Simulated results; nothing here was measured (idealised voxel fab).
Process module, titled voxel wiring stack
Section shown: cut. Width: 160 nm. Cell size: 5 nm, square.
Cross-section layout: square cells on a grid; listed as bands, top to bottom; a band spans one or more cell rows.
Per band: top height and bottom height in nm, followed by the left-to-right materials and their widths in nm; "full width" marks a single material spanning edge to edge, "air" marks empty space.
For the purposes of this specification, 0 denotes the height below which the wafer in its as-received condition is composed wholly of one material, and the lowermost band, lacking a lower limit, extends downward without end, as expressed in "0..down".
Read "30->40" as a graded width: first number on top, second number at the bottom, same change between each pair of neighbouring rows.
"nothing changed", as given for a step, is the statement that not any cell of the cross-section underwent a change during that step.
The entry titled "Cavities, sealed" provides the empty spaces that have no open way to the top, restricted to those of 8 cells or more. Each is presented as width x height at distance, the distance being measured from the left edge, with all three in nm.
Post-settings text on a step line: simulator's own remark regarding the step.
overlay nm, on a step with a mask: how far to the right of its planned place the mask lay; to the left if negative
### Intended process steps
1. RECEIVE [material Si]
2. CONFORMAL_DEP [material SiO2] [thk nm 10]
3. DIRECTIONAL_DEP [material TiN] [thk nm 5]
4. DIRECTIONAL_DEP [material W] [thk nm 15]
5. PATTERN [tone cover] [mask id METAL_1] [material resist] [width nm 20] [pitch nm 35] [thk nm 15] [overlay nm 0]
6. DIRECTIONAL_ETCH [etch materials W] [depth nm 15]
7. DIRECTIONAL_ETCH [etch materials TiN] [depth nm 5]
8. STRIP [etch materials resist]
9. CONFORMAL_DEP [material SiCN] [thk nm 5]
10. FILL_DEP [material lowk] [thk nm 5]
11. CMP [height nm 30]
12. CONFORMAL_DEP [material SiCN] [thk nm 5]
13. DIRECTIONAL_DEP [material lowk] [thk nm 35]
14. DIRECTIONAL_DEP [material aC] [thk nm 10]
15. PATTERN [tone open] [mask id METAL_2] [material resist] [width nm 20] [pitch nm 35] [thk nm 30] [overlay nm 0]
16. DIRECTIONAL_ETCH [etch materials aC] [depth nm 10]
17. STRIP [etch materials resist]
18. DIRECTIONAL_ETCH [etch materials lowk] [depth nm 20]
19. STRIP [etch materials aC]
20. DIRECTIONAL_DEP [material aC] [thk nm 10]
21. PATTERN [tone open] [mask id METAL_2_HOLES] [material resist] [width nm 15] [thk nm 30] [overlay nm 0]
22. DIRECTIONAL_ETCH [etch materials aC] [depth nm 10]
23. STRIP [etch materials resist]
24. DIRECTIONAL_ETCH [etch materials lowk] [depth nm 15]
25. DIRECTIONAL_ETCH [etch materials SiCN] [depth nm 5]
26. STRIP [etch materials aC]
27. CONFORMAL_DEP [material TiN] [thk nm 5]
28. FILL_DEP [material Cu] [thk nm 10]
29. CMP [height nm 70]
30. CONFORMAL_DEP [material SiCN] [thk nm 5]
31. DIRECTIONAL_DEP [material SiO2] [thk nm 25]
32. DIRECTIONAL_DEP [material aC] [thk nm 10]
33. PATTERN [tone open] [mask id METAL_3_HOLES] [material resist] [width nm 15] [pitch nm 35] [thk nm 30] [overlay nm -15]
34. DIRECTIONAL_ETCH [etch materials aC] [depth nm 10]
35. STRIP [etch materials resist]
36. DIRECTIONAL_ETCH [etch materials SiO2] [depth nm 25]
37. STRIP [etch materials aC]
38. PATTERN [tone open] [mask id METAL_3] [material resist] [width nm 20] [pitch nm 35] [thk nm 15] [overlay nm 0]
39. DIRECTIONAL_ETCH [etch materials SiO2] [depth nm 15]
40. DIRECTIONAL_ETCH [etch materials SiCN] [depth nm 5]
41. STRIP [etch materials resist]
42. CONFORMAL_DEP [material TiN] [thk nm 5]
43. FILL_DEP [material Ru] [thk nm 5]
44. CMP [height nm 100]
45. CONFORMAL_DEP [material SiCN] [thk nm 5]
It is noted that the wafers described herein are identical at the outset and are distinguished by the overlay nm of step 33; the value stated in the plan corresponds to the first wafer.
### As received, i.e. after step 1: cross-section through the first of several wafers
0..down: Si full width
Cavities, sealed: none
### First of several wafers in cross-section at module end, following the final step, step 45
105..100: SiCN full width
100..90: SiO2: 35, TiN: 5, Ru: 60, TiN: 5, SiO2: 55
90..85: SiO2: 35, TiN: 5, Ru: 5, TiN: 30, Ru: 5, TiN: 25, SiO2: 55
85..80: SiO2: 35, TiN: 5, Ru: 5, TiN: 5, SiO2: 20, TiN: 5, Ru: 5, TiN: 5, SiO2: 75
80..75: SiO2: 35, TiN: 15, SiO2: 20, TiN: 15, SiO2: 75
75..70: SiCN full width
70..55: lowk: 50, TiN: 5, Cu: 10, TiN: 5, lowk: 15, TiN: 5, Cu: 10, TiN: 5, lowk: 55
55..50: lowk: 50, TiN: 5, Cu: 5, TiN: 10, lowk: 15, TiN: 20, lowk: 55
50..35: lowk: 50, TiN: 5, Cu: 5, TiN: 5, lowk: 95
35..30: SiCN: 50, TiN: 15, SiCN: 95
30..15: lowk: 45, SiCN: 5, W: 20, SiCN: 5, lowk: 5, SiCN: 5, W: 20, SiCN: 5, lowk: 50
15..10: SiCN: 50, TiN: 20, SiCN: 15, TiN: 20, SiCN: 55
10..0: SiO2 full width
0..down: Si full width
Cavities, sealed: none
### Last-wafer cross-section at the end of the module
105..100: SiCN full width
100..90: SiO2: 50, TiN: 5, Ru: 20, TiN: 5, SiO2: 5, TiN: 5, Ru: 20, TiN: 5, SiO2: 45
90..80: SiO2: 50->65, TiN: 20->5, Ru: 5, TiN: 5, SiO2: 5->20, TiN: 20->5, Ru: 5, TiN: 5, SiO2: 45
80..75: SiO2: 65, TiN: 15, SiO2: 20, TiN: 15, SiO2: 45
75..70: SiCN: 65, TiN: 5, SiCN: 30, TiN: 5, SiCN: 55
70..55: lowk: 50, TiN: 5, Cu: 10, TiN: 5, lowk: 15, TiN: 5, Cu: 10, TiN: 5, lowk: 55
55..50: lowk: 50, TiN: 5, Cu: 5, TiN: 10, lowk: 15, TiN: 20, lowk: 55
50..35: lowk: 50, TiN: 5, Cu: 5, TiN: 5, lowk: 95
35..30: SiCN: 50, TiN: 15, SiCN: 95
30..15: lowk: 45, SiCN: 5, W: 20, SiCN: 5, lowk: 5, SiCN: 5, W: 20, SiCN: 5, lowk: 50
15..10: SiCN: 50, TiN: 20, SiCN: 15, TiN: 20, SiCN: 55
10..0: SiO2 full width
0..down: Si full width
Cavities, sealed: none
### Basically each wafer gets a line in the table, showing it at the end of the module: material by material, the cells it gained (+) or lost (-) since we got it, then its closed voids
overlay nm -15, +16 Cu, +28 Ru, +129 SiCN, +170 SiO2, +62 TiN, +24 W, +243 lowk, Cavities, sealed: none
overlay nm -10, +16 Cu, +20 Ru, +127 SiCN, +176 SiO2, +66 TiN, +24 W, +243 lowk, Cavities, sealed: none
overlay nm -5, +16 Cu, +16 Ru, +125 SiCN, +182 SiO2, +66 TiN, +24 W, +243 lowk, Cavities, sealed: none
overlay nm 0, +16 Cu, +14 Ru, +123 SiCN, +188 SiO2, +64 TiN, +24 W, +243 lowk, Cavities, sealed: none
overlay nm 5, +16 Cu, +14 Ru, +123 SiCN, +188 SiO2, +64 TiN, +24 W, +243 lowk, Cavities, sealed: none
overlay nm 10, +16 Cu, +16 Ru, +125 SiCN, +182 SiO2, +66 TiN, +24 W, +243 lowk, Cavities, sealed: none
overlay nm 15, +16 Cu, +20 Ru, +127 SiCN, +176 SiO2, +66 TiN, +24 W, +243 lowk, Cavities, sealed: none
